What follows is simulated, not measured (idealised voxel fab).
voxel wiring stack: a process module
The figure presents cross-section cut, which has a width of 260 nm and is divided into square cells with an edge length of 5 nm.
For the purposes of this document, a cross-section shall be understood as a grid of square cells, specified as bands listed in top-to-bottom order, each band consisting of one or more rows of cells.
First you get the band's top height and its bottom height, in nm, and then the materials it's made of, left to right, with each width in nm. If you see a single material with "everywhere", that one covers the band edge to edge. "air" is empty space.
Heights are reckoned from 0. Under this level, the received wafer is all of one material. The bottommost band is open-ended downward, for example "z 0 and below".
The notation "30->40" denotes a width that varies across the rows of cells in the band, beginning at the first number in the top row, finishing at the second number in the bottom row, and changing by an identical amount from each row to the next.
Any step labelled "left unchanged" changed none of the cells in the cross-section.
Under "Closed void listing" you'll find the enclosed gaps, the ones with no way out to the top, that are 8 cells or bigger; each reads width x height at distance, with distance counted from the left edge, everything in nm.
On each step's line, the part that comes after the settings is the simulator's own comment on the step.
The "overlay nm" setting may appear on a step's line; for a step that uses a mask, it gives how far to the right of its planned position the mask lay, and a negative value indicates the left.

**Intended process steps**
step 1: RECEIVE: material Si
step 2: CONFORMAL_DEP: material SiO2, thk nm 10
step 3: DIRECTIONAL_DEP: material TiN, thk nm 5
step 4: DIRECTIONAL_DEP: material Ru, thk nm 20
step 5: PATTERN: tone cover, mask id METAL_1, material resist, width nm 30, pitch nm 50, thk nm 20, overlay nm 0
step 6: DIRECTIONAL_ETCH: etch materials Ru, depth nm 20
step 7: DIRECTIONAL_ETCH: etch materials TiN, depth nm 5
step 8: STRIP: etch materials resist
step 9: FILL_DEP: material SiO2, thk nm 5
step 10: CMP: height nm 35
step 11: CONFORMAL_DEP: material SiCN, thk nm 5
step 12: DIRECTIONAL_DEP: material SiO2, thk nm 10
step 13: DIRECTIONAL_DEP: material aC, thk nm 10
step 14: PATTERN: tone open, mask id PLUG_1, material resist, width nm 15, pitch nm 50, thk nm 25, overlay nm 0
step 15: DIRECTIONAL_ETCH: etch materials aC, depth nm 10
step 16: STRIP: etch materials resist
step 17: DIRECTIONAL_ETCH: etch materials SiO2, depth nm 10
step 18: DIRECTIONAL_ETCH: etch materials SiCN, depth nm 5
step 19: STRIP: etch materials aC
step 20: EPI: material Ru, thk nm 10
step 21: EPI: material Ru, thk nm 5
step 22: DIRECTIONAL_DEP: material TiN, thk nm 5
step 23: DIRECTIONAL_DEP: material Ru, thk nm 25
step 24: DIRECTIONAL_DEP: material aC, thk nm 10
step 25: PATTERN: tone cover, mask id METAL_2, material resist, width nm 30, pitch nm 50, thk nm 30, overlay nm 0
step 26: DIRECTIONAL_ETCH: etch materials aC, depth nm 10
step 27: STRIP: etch materials resist
step 28: DIRECTIONAL_ETCH: etch materials Ru, depth nm 25
step 29: DIRECTIONAL_ETCH: etch materials TiN, depth nm 5
step 30: STRIP: etch materials aC
step 31: FILL_DEP: material SiO2, thk nm 10
step 32: CMP: height nm 80
step 33: CONFORMAL_DEP: material SiCN, thk nm 5
step 34: DIRECTIONAL_DEP: material lowk, thk nm 25
step 35: DIRECTIONAL_DEP: material aC, thk nm 15
step 36: PATTERN: tone open, mask id METAL_3_HOLES, material resist, width nm 15, pitch nm 50, thk nm 35, overlay nm 0
step 37: DIRECTIONAL_ETCH: etch materials aC, depth nm 15
step 38: STRIP: etch materials resist
step 39: DIRECTIONAL_ETCH: etch materials lowk, depth nm 25
step 40: STRIP: etch materials aC
step 41: DIRECTIONAL_DEP: material aC, thk nm 10
step 42: PATTERN: tone open, mask id METAL_3, material resist, width nm 30, pitch nm 50, thk nm 25, overlay nm 0
step 43: DIRECTIONAL_ETCH: etch materials aC, depth nm 10
step 44: STRIP: etch materials resist
step 45: DIRECTIONAL_ETCH: etch materials lowk, depth nm 15
step 46: DIRECTIONAL_ETCH: etch materials SiCN, depth nm 5
step 47: STRIP: etch materials aC
step 48: CONFORMAL_DEP: material TiN, thk nm 5
step 49: FILL_DEP: material Cu, thk nm 5
step 50: CMP: height nm 110
step 51: CONFORMAL_DEP: material SiCN, thk nm 5
step 52: DIRECTIONAL_DEP: material SiO2, thk nm 15
step 53: DIRECTIONAL_DEP: material aC, thk nm 10
step 54: PATTERN: tone open, mask id PLUG_3, material resist, width nm 15, pitch nm 50, thk nm 25, overlay nm 0
step 55: DIRECTIONAL_ETCH: etch materials aC, depth nm 10
step 56: STRIP: etch materials resist
step 57: DIRECTIONAL_ETCH: etch materials SiO2, depth nm 15
step 58: DIRECTIONAL_ETCH: etch materials SiCN, depth nm 5
step 59: STRIP: etch materials aC
step 60: EPI: material Ru, thk nm 10
step 61: EPI: material Ru, thk nm 10
step 62: DIRECTIONAL_DEP: material TiN, thk nm 5
step 63: DIRECTIONAL_DEP: material Ru, thk nm 20
step 64: MASKED_ETCH: tone cover, mask id METAL_4, width nm 30, pitch nm 50, etch materials Ru, depth nm 20, overlay nm 0
step 65: MASKED_ETCH: tone cover, mask id METAL_4, width nm 30, pitch nm 50, etch materials TiN, depth nm 5, overlay nm 0
step 66: FILL_DEP: material SiO2, thk nm 5
step 67: CMP: height nm 155
step 68: CONFORMAL_DEP: material SiCN, thk nm 5

**Wafer cross-section on receipt, i.e. after step 1**
* z 0 and below: Si everywhere
* Closed void listing: none

**Cross-section, first of two wafers, end of module, run as planned**
* z 160 to 155: SiCN everywhere
* z 155 to 135: 40 of SiO2, 30 of Ru, 20 of SiO2, 30 of Ru, 20 of SiO2, 30 of Ru, 20 of SiO2, 30 of Ru, 40 of SiO2
* z 135 to 130: 40 of SiO2, 30 of TiN, 20 of SiO2, 30 of TiN, 20 of SiO2, 30 of TiN, 20 of SiO2, 30 of TiN, 40 of SiO2
* z 130 to 115: 40 of SiO2, 15 of Ru, 35 of SiO2, 15 of Ru, 35 of SiO2, 15 of Ru, 35 of SiO2, 15 of Ru, 55 of SiO2
* z 115 to 110: 40 of SiCN, 15 of Ru, 35 of SiCN, 15 of Ru, 35 of SiCN, 15 of Ru, 35 of SiCN, 15 of Ru, 55 of SiCN
* z 110 to 100: 40 of lowk, 5 of TiN, 20 of Cu, 5 of TiN, 20 of lowk, 5 of TiN, 20 of Cu, 5 of TiN, 20 of lowk, 5 of TiN, 20 of Cu, 5 of TiN, 20 of lowk, 5 of TiN, 20 of Cu, 5 of TiN, 40 of lowk
* z 100 to 95: 40 of lowk, 5 of TiN, 5 of Cu, 20 of TiN, 20 of lowk, 5 of TiN, 5 of Cu, 20 of TiN, 20 of lowk, 5 of TiN, 5 of Cu, 20 of TiN, 20 of lowk, 5 of TiN, 5 of Cu, 20 of TiN, 40 of lowk
* z 95 to 85: 40 of lowk, 5 of TiN, 5 of Cu, 5 of TiN, 35 of lowk, 5 of TiN, 5 of Cu, 5 of TiN, 35 of lowk, 5 of TiN, 5 of Cu, 5 of TiN, 35 of lowk, 5 of TiN, 5 of Cu, 5 of TiN, 55 of lowk
* z 85 to 80: 40 of SiCN, 15 of TiN, 35 of SiCN, 15 of TiN, 35 of SiCN, 15 of TiN, 35 of SiCN, 15 of TiN, 55 of SiCN
* z 80 to 55: 40 of SiO2, 30 of Ru, 20 of SiO2, 30 of Ru, 20 of SiO2, 30 of Ru, 20 of SiO2, 30 of Ru, 40 of SiO2
* z 55 to 50: 40 of SiO2, 30 of TiN, 20 of SiO2, 30 of TiN, 20 of SiO2, 30 of TiN, 20 of SiO2, 30 of TiN, 40 of SiO2
* z 50 to 40: 40 of SiO2, 15 of Ru, 35 of SiO2, 15 of Ru, 35 of SiO2, 15 of Ru, 35 of SiO2, 15 of Ru, 55 of SiO2
* z 40 to 35: 40 of SiCN, 15 of Ru, 35 of SiCN, 15 of Ru, 35 of SiCN, 15 of Ru, 35 of SiCN, 15 of Ru, 55 of SiCN
* z 35 to 15: 40 of SiO2, 30 of Ru, 20 of SiO2, 30 of Ru, 20 of SiO2, 30 of Ru, 20 of SiO2, 30 of Ru, 40 of SiO2
* z 15 to 10: 40 of SiO2, 30 of TiN, 20 of SiO2, 30 of TiN, 20 of SiO2, 30 of TiN, 20 of SiO2, 30 of TiN, 40 of SiO2
* z 10 to 0: SiO2 everywhere
* z 0 and below: Si everywhere
* Closed void listing: none

**Cross-sectional view of the second of two wafers upon completion of the module. This wafer shared its starting condition and process plan with the first; one error was made during its execution**
* z 160 to 155: SiCN everywhere
* z 155 to 145: 40 of SiO2, 30 of Ru, 20 of SiO2, 30 of Ru, 20 of SiO2, 30 of Ru, 20 of SiO2, 30 of Ru, 40 of SiO2
* z 145 to 140: 40 of SiO2, 25 of TiN, 5 of Ru, 20 of SiO2, 25 of TiN, 5 of Ru, 20 of SiO2, 25 of TiN, 5 of Ru, 20 of SiO2, 25 of TiN, 5 of Ru, 40 of SiO2
* z 140 to 135: 30 of SiO2, 40 of Ru, 10 of SiO2, 40 of Ru, 10 of SiO2, 40 of Ru, 10 of SiO2, 40 of Ru, 40 of SiO2
* z 135 to 130: 30 of SiO2, 35 of Ru, 5 of TiN, 10 of SiO2, 35 of Ru, 5 of TiN, 10 of SiO2, 35 of Ru, 5 of TiN, 10 of SiO2, 35 of Ru, 5 of TiN, 40 of SiO2
* z 130 to 115: 40 of SiO2, 15 of Ru, 35 of SiO2, 15 of Ru, 35 of SiO2, 15 of Ru, 35 of SiO2, 15 of Ru, 55 of SiO2
* z 115 to 110: 40 of SiCN, 15 of Ru, 35 of SiCN, 15 of Ru, 35 of SiCN, 15 of Ru, 35 of SiCN, 15 of Ru, 55 of SiCN
* z 110 to 100: 40 of lowk, 5 of TiN, 20 of Cu, 5 of TiN, 20 of lowk, 5 of TiN, 20 of Cu, 5 of TiN, 20 of lowk, 5 of TiN, 20 of Cu, 5 of TiN, 20 of lowk, 5 of TiN, 20 of Cu, 5 of TiN, 40 of lowk
* z 100 to 95: 40 of lowk, 5 of TiN, 5 of Cu, 20 of TiN, 20 of lowk, 5 of TiN, 5 of Cu, 20 of TiN, 20 of lowk, 5 of TiN, 5 of Cu, 20 of TiN, 20 of lowk, 5 of TiN, 5 of Cu, 20 of TiN, 40 of lowk
* z 95 to 85: 40 of lowk, 5 of TiN, 5 of Cu, 5 of TiN, 35 of lowk, 5 of TiN, 5 of Cu, 5 of TiN, 35 of lowk, 5 of TiN, 5 of Cu, 5 of TiN, 35 of lowk, 5 of TiN, 5 of Cu, 5 of TiN, 55 of lowk
* z 85 to 80: 40 of SiCN, 15 of TiN, 35 of SiCN, 15 of TiN, 35 of SiCN, 15 of TiN, 35 of SiCN, 15 of TiN, 55 of SiCN
* z 80 to 55: 40 of SiO2, 30 of Ru, 20 of SiO2, 30 of Ru, 20 of SiO2, 30 of Ru, 20 of SiO2, 30 of Ru, 40 of SiO2
* z 55 to 50: 40 of SiO2, 30 of TiN, 20 of SiO2, 30 of TiN, 20 of SiO2, 30 of TiN, 20 of SiO2, 30 of TiN, 40 of SiO2
* z 50 to 40: 40 of SiO2, 15 of Ru, 35 of SiO2, 15 of Ru, 35 of SiO2, 15 of Ru, 35 of SiO2, 15 of Ru, 55 of SiO2
* z 40 to 35: 40 of SiCN, 15 of Ru, 35 of SiCN, 15 of Ru, 35 of SiCN, 15 of Ru, 35 of SiCN, 15 of Ru, 55 of SiCN
* z 35 to 15: 40 of SiO2, 30 of Ru, 20 of SiO2, 30 of Ru, 20 of SiO2, 30 of Ru, 20 of SiO2, 30 of Ru, 40 of SiO2
* z 15 to 10: 40 of SiO2, 30 of TiN, 20 of SiO2, 30 of TiN, 20 of SiO2, 30 of TiN, 20 of SiO2, 30 of TiN, 40 of SiO2
* z 10 to 0: SiO2 everywhere
* z 0 and below: Si everywhere
* Closed void listing: none
Deviation from plan: one of the identical process steps 60 and 61 has been performed twice, and it is not possible to determine which
In the final state, the cell counts of the second wafer exceed or fall short of those of the first for the following materials: 16 more of Ru | 16 fewer of SiO2
